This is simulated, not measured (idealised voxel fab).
Presented below is a process module, voxel fin reveal.
We display cut, a cross-section 170 nm in width whose square cells are each 5 nm.
In what follows, cross-sections appear as grids of square cells, described through bands that run from the top down, where every band is one or more rows of cells.
Quick guide to a band line: top height, bottom height (nm) up front; then every material left to right with its width in nm. Only one material and it's marked "everywhere"? Then it fills the band edge to edge. And "air" just means empty space.
Where do heights start? At 0: under that level the wafer as delivered is made of one material only. And the lowest band has no floor; it just carries on downward, as in "z 0 and below".
So if you see something like "30->40" for the width, read it as the top row of the band sitting at the first number and the bottom row at the second, with every row in between moving by the same amount as the last.
Where the words "stayed the same" appear for a step, the cross-section shows no cell changed by that step; every cell remained as before.
"Trapped voids" means: voids of 8 cells or more that are shut off from the top with no open way through. Written width x height at distance, distance from the left edge, in nm.
Where a step's line continues beyond its settings, the continuation is a remark by the simulator itself on that step.
Each step line may optionally specify "overlay nm", which for a step with a mask gives the rightward distance between the mask's planned place and where it lay, a negative value indicating the leftward direction.

### Listed below are the process steps as planned
1,op RECEIVE | material Si
2,op CONFORMAL_DEP | material SiN | thk nm 5
3,op PATTERN | tone cover | mask id FINS | material resist | width nm 15 | pitch nm 35 | thk nm 15 | overlay nm 0
4,op DIRECTIONAL_ETCH | etch materials SiN | depth nm 5
5,op DIRECTIONAL_ETCH | etch materials Si | depth nm 40
6,op STRIP | etch materials resist
7,op OXIDIZE | depth nm 5
8,op FILL_DEP | material SiO2 | thk nm 5
9,op CMP | height nm 5
10,op SELECTIVE_ETCH | etch materials SiO2 | depth nm 30
11,op STRIP | etch materials SiN
12,op CONFORMAL_DEP | material HfO2 | thk nm 5

### Cross-sectional view of the wafer in its as-received condition, corresponding to the state after step 1
	z 0 and below = Si everywhere
	Trapped voids: none

### The following cross-section depicts the wafer upon conclusion of the module. Processing commenced from the starting condition illustrated above and adhered to the plan illustrated above, save for one mistake in execution
	z 5 to 0 = 40 nm air  15 nm HfO2  20 nm air  15 nm HfO2  20 nm air  15 nm HfO2  45 nm air
	z 0 to -20 = 40 nm air  5 nm HfO2  5 nm Si  5 nm HfO2  20 nm air  5 nm HfO2  5 nm Si  5 nm HfO2  20 nm air  5 nm HfO2  5 nm Si  5 nm HfO2  45 nm air
	z -20 to -25 = 15 nm HfO2  25 nm air  5 nm HfO2  5 nm Si  5 nm HfO2  20 nm air  5 nm HfO2  5 nm Si  5 nm HfO2  20 nm air  5 nm HfO2  5 nm Si  5 nm HfO2  25 nm air  20 nm HfO2
	z -25 to -30 = 10 nm SiO2  35 nm HfO2  5 nm Si  30 nm HfO2  5 nm Si  30 nm HfO2  5 nm Si  35 nm HfO2  15 nm SiO2
	z -30 to -45 = 45 nm SiO2  5 nm Si  30 nm SiO2  5 nm Si  30 nm SiO2  5 nm Si  50 nm SiO2
	z -45 and below = Si everywhere
	Trapped voids: none
Want to know what went wrong? plan steps 10 and 11 run swapped
